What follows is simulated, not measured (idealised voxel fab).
The following is a process module called voxel released beams.
The cross-section shown here is cut; it is 200 nm wide and divided into square cells measuring 5 nm on a side.
Reading order for cross-sections: top band down to bottom band. Underlying form: a grid of square cells. Band size: one or more rows of cells.
Read a band's entry like this: the first values are the height of its top and the height of its bottom in nm, and what follows is the sequence of materials from left to right, each with its width in nm. Note that "blank" is empty space, and that a single material marked "everywhere" reaches across the band from edge to edge.
Measure heights from 0. That's the level where, below it, the as-received wafer is all one material. The lowest band is bottomless and extends downward; write it as in "z 0 and below".
When a width is written as two numbers, as in "30 to 40", the first number is the width in the top row of cells of the band and the second is the width in its bottom row, and the width changes by the same amount from each row to the next.
"stayed the same" -> step changed no cross-section cell.
Basically, "Closed void register" tells you about the enclosed voids: empty spaces with no open way to the top, 8 cells or bigger, each written width x height at distance, where distance is from the left edge, all in nm.
Read whatever lies past the settings on a step's line as the simulator's own remark about the step.
overlay nm: mask right of planned place by this much (step with mask). Neg. = left.
[Listed below are the process steps as planned]
step 1: op RECEIVE | material Si
step 2: op CONFORMAL_DEP | material SiN | thk nm 5
step 3: op DIRECTIONAL_DEP | material SiO2 | thk nm 20
step 4: op PATTERN | tone open | mask id ANCHOR | material resist | width nm 35 | thk nm 20 | overlay nm 0
step 5: op DIRECTIONAL_ETCH | etch materials SiO2 | depth nm 20
step 6: op STRIP | etch materials resist
step 7: op CONFORMAL_DEP | material TiN | thk nm 15
step 8: op MASKED_ETCH | tone cover | mask id BEAM | width nm 120 | etch materials TiN | depth nm 15 | overlay nm 0
step 9: op STRIP | etch materials SiO2
[Below: the first of two wafers, run as planned]
[Cross-section of the wafer at receipt, which is the condition after step 1]
  z 0 and below  Si everywhere
  Closed void register: none
[Sectional view: wafer, after step 2]
  z 5 to 0  SiN everywhere
  Heights below 0 show no change.
[Sectional view: wafer, after step 3]
  z 25 to 5  SiO2 everywhere
  Heights below 5 show no change.
[Sectional view: wafer, after step 4]
  z 45 to 25  resist 40  blank 35  resist 125
  Heights below 25 show no change.
[Sectional view: wafer, after step 5]
  z 45 to 25  resist 40  blank 35  resist 125
  z 25 to 5  SiO2 40  blank 35  SiO2 125
  Heights below 5 show no change.
[Sectional view: wafer, after step 6]
  z 25 to 5  SiO2 40  blank 35  SiO2 125
  Heights below 5 show no change.
[Sectional view: wafer, after step 7]
  z 40 to 25  TiN 55  blank 5  TiN 140
  z 25 to 20  SiO2 40  TiN 15  blank 5  TiN 15  SiO2 125
  z 20 to 5  SiO2 40  TiN 35  SiO2 125
  Heights below 5 show no change.
[Sectional view: wafer, after step 8]
  z 40 to 25  blank 35  TiN 20  blank 5  TiN 95  blank 45
  Heights below 25 show no change.
[Sectional view: wafer, after step 9]
  z 40 to 25  blank 35  TiN 20  blank 5  TiN 95  blank 45
  z 25 to 20  blank 40  TiN 15  blank 5  TiN 15  blank 125
  z 20 to 5  blank 40  TiN 35  blank 125
  Heights below 5 show no change.
[Now the other wafer: same start, same recipe, but we messed up one thing when running it. Up to and including step 3 it's the same as the first one]
[Second wafer, section view, time point: scheduled end of step 4]
  z 45 to 25  blank 40  resist 35  blank 125
  Heights below 25 show no change.
[Second wafer, section view, time point: scheduled end of step 5]
  z 45 to 25  blank 40  resist 35  blank 125
  z 25 to 5  blank 40  SiO2 35  blank 125
  Heights below 5 show no change.
[Second wafer, section view, time point: scheduled end of step 6]
  z 25 to 5  blank 40  SiO2 35  blank 125
  Heights below 5 show no change.
[Second wafer, section view, time point: scheduled end of step 7]
  z 40 to 25  blank 25  TiN 65  blank 110
  z 25 to 20  blank 25  TiN 15  SiO2 35  TiN 15  blank 110
  z 20 to 5  TiN 40  SiO2 35  TiN 125
  Heights below 5 show no change.
[Second wafer, section view, time point: scheduled end of step 8]
  z 40 to 25  blank 35  TiN 55  blank 110
  z 25 to 20  blank 25  TiN 15  SiO2 35  TiN 15  blank 110
  z 20 to 5  blank 25  TiN 15  SiO2 35  TiN 80  blank 45
  Heights below 5 show no change.
Second wafer, section view, time point: scheduled end of step 9: stayed the same
Here's what went sideways: so step 4 ended up running with a different setting than we planned, it ran as op PATTERN | tone cover | mask id ANCHOR | material resist | width nm 35 | thk nm 20 | overlay nm 0
FYI, end of process, the second wafer has more or fewer cells of some materials than the first: SiO2: 28 more
